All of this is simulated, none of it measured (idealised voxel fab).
Herein follows the process module entitled voxel transistor to metal.
FYI the section here is cut, 200 nm wide, cells are 5 nm squares.
Square cells in a grid make up a cross-section in this document, and the grid is given as bands, listed from the top down, each one or more rows of cells. In this notation a band is specified by the heights of its top and bottom, in that order and in nm, after which its materials appear from left to right, each paired with its width in nm. The word "throughout" attached to a single material means that material fills the band from edge to edge; the word "air" stands for empty space. Note: height 0 marks the level under which the wafer is uniformly one material as received. Lowest band unbounded below, written "0 and below". You'd read "30->40" like this: the band's top row of cells is as wide as the first number, its bottom row is as wide as the second, and going down, every row changes width by the same amount as the row before did. Step marked "nothing got changed"? Then no cell in the cross-section changed in it. Closed-off voids of 8+ cells (no open route to the top) go in "Catalogued sealed voids", written width x height at distance from the left edge, in nm. Formally, on a step line, whatever follows the settings is a remark that the simulator itself makes on the step. If you see "overlay nm" on a step's line and that step has a mask, it's telling you how far right of where it was planned the mask ended up; a negative number means it went left instead.
-- This section lists the process steps that were planned
1: RECEIVE (material Si)
2: OXIDIZE (depth nm 5)
3: CONFORMAL_DEP (material SiN; thk nm 15)
4: PATTERN (tone cover; mask id ACTIVE; material resist; width nm 125; thk nm 15; overlay nm 0)
5: DIRECTIONAL_ETCH (etch materials SiN; depth nm 15)
6: DIRECTIONAL_ETCH (etch materials SiO2; depth nm 5)
7: DIRECTIONAL_ETCH (etch materials Si; depth nm 25)
8: STRIP (etch materials resist)
9: OXIDIZE (depth nm 5)
10: FILL_DEP (material SiO2; thk nm 10)
11: CMP (height nm 15)
12: SELECTIVE_ETCH (etch materials SiO2; depth nm 10)
13: STRIP (etch materials SiN)
14: SELECTIVE_ETCH (etch materials SiO2; depth nm 5)
15: OXIDIZE (depth nm 5)
16: DIRECTIONAL_DEP (material polySi; thk nm 20)
17: DIRECTIONAL_DEP (material SiCN; thk nm 15)
18: PATTERN (tone cover; mask id GATE; material resist; width nm 35; thk nm 15; overlay nm 0)
19: DIRECTIONAL_ETCH (etch materials SiCN; depth nm 25)
20: DIRECTIONAL_ETCH (etch materials polySi; depth nm 30)
21: STRIP (etch materials resist)
22: CONFORMAL_DEP (material SiN; thk nm 10)
23: DIRECTIONAL_ETCH (etch materials SiN; depth nm 10)
24: DIRECTIONAL_ETCH (etch materials SiO2; depth nm 5)
25: DIRECTIONAL_ETCH (etch materials Si; depth nm 10)
26: EPI (material SiGe; thk nm 10)
27: FILL_DEP (material SiO2; thk nm 5)
28: CMP (height nm 15)
29: STRIP (etch materials polySi)
30: SELECTIVE_ETCH (etch materials SiO2; depth nm 5)
31: CONFORMAL_DEP (material HfO2; thk nm 5)
32: CONFORMAL_DEP (material TiN; thk nm 5)
33: FILL_DEP (material W; thk nm 10)
34: CMP (height nm 10)
35: DIRECTIONAL_DEP (material SiO2; thk nm 10)
36: MASKED_ETCH (tone open; mask id CONTACT; width nm 15; pitch nm 90; etch materials SiO2; depth nm 30; overlay nm 0)
37: CONFORMAL_DEP (material TiN; thk nm 5)
38: FILL_DEP (material W; thk nm 10)
39: CMP (height nm 20)
40: CONFORMAL_DEP (material SiN; thk nm 5)
41: DIRECTIONAL_DEP (material SiO2; thk nm 20)
42: PATTERN (tone open; mask id METAL_1; material resist; width nm 15; pitch nm 90; thk nm 20; overlay nm 0)
43: DIRECTIONAL_ETCH (etch materials SiO2; depth nm 20)
44: DIRECTIONAL_ETCH (etch materials SiN; depth nm 5)
45: STRIP (etch materials resist)
46: CONFORMAL_DEP (material TiN; thk nm 5)
47: FILL_DEP (material Cu; thk nm 5)
48: CMP (height nm 45)
49: CONFORMAL_DEP (material SiN; thk nm 5)
-- Step 1 complete: cross-section of the wafer as received
  0 and below  Si throughout
  Catalogued sealed voids: none
-- Looking at the first of two wafers in cross-section at end of module - ran to plan
  50 down to 45  SiN throughout
  45 down to 25  45 SiO2  5 TiN  5 Cu  5 TiN  75 SiO2  5 TiN  5 Cu  5 TiN  50 SiO2
  25 down to 20  45 SiN  15 TiN  75 SiN  15 TiN  50 SiN
  20 down to 10  45 SiO2  5 TiN  5 W  5 TiN  75 SiO2  5 TiN  5 W  5 TiN  50 SiO2
  10 down to 0  45 SiO2  5 TiN  5 W  5 TiN  10 SiO2  10 SiN  5 HfO2  5 TiN  15 W  5 TiN  5 HfO2  10 SiN  10 SiO2  5 TiN  5 W  5 TiN  50 SiO2
  0 down to -5  30 SiO2  10 SiN  5 SiO2  5 TiN  5 W  5 TiN  10 SiGe  10 SiN  5 HfO2  25 TiN  5 HfO2  10 SiN  10 SiGe  5 TiN  5 W  5 TiN  5 SiO2  10 SiN  35 SiO2
  -5 down to -10  45 SiO2  15 TiN  10 SiGe  5 SiO2  45 HfO2  5 SiO2  10 SiGe  15 TiN  50 SiO2
  -10 down to -20  40 SiO2  30 SiGe  55 Si  30 SiGe  45 SiO2
  -20 down to -35  40 SiO2  115 Si  45 SiO2
  -35 and below  Si throughout
  Catalogued sealed voids: none
-- Cross-section at end of module for the second wafer of two, which matched the first in starting point and plan and differed by one mistake in its processing
  50 down to 45  SiN throughout
  45 down to 25  45 SiO2  5 TiN  5 Cu  5 TiN  75 SiO2  5 TiN  5 Cu  5 TiN  50 SiO2
  25 down to 20  45 SiN  15 TiN  75 SiN  15 TiN  50 SiN
  20 down to 10  45 SiO2  5 TiN  5 HfO2  5 TiN  75 SiO2  5 TiN  5 HfO2  5 TiN  50 SiO2
  10 down to 0  45 SiO2  5 TiN  5 HfO2  5 TiN  10 SiO2  10 SiN  5 HfO2  5 TiN  15 W  5 TiN  5 HfO2  10 SiN  10 SiO2  5 TiN  5 HfO2  5 TiN  50 SiO2
  0 down to -5  30 SiO2  10 SiN  5 SiO2  5 TiN  5 HfO2  5 TiN  10 SiGe  10 SiN  5 HfO2  25 TiN  5 HfO2  10 SiN  10 SiGe  5 TiN  5 HfO2  5 TiN  5 SiO2  10 SiN  35 SiO2
  -5 down to -10  45 SiO2  15 TiN  10 SiGe  5 SiO2  45 HfO2  5 SiO2  10 SiGe  15 TiN  50 SiO2
  -10 down to -20  40 SiO2  30 SiGe  55 Si  30 SiGe  45 SiO2
  -20 down to -35  40 SiO2  115 Si  45 SiO2
  -35 and below  Si throughout
  Catalogued sealed voids: none
Finding, execution versus plan: in deviation from the planned setting, step 38 was conducted as FILL_DEP (material HfO2; thk nm 10)
End check, counted in cells, second wafer has more or fewer of these materials than the first: HfO2 +10, W -10
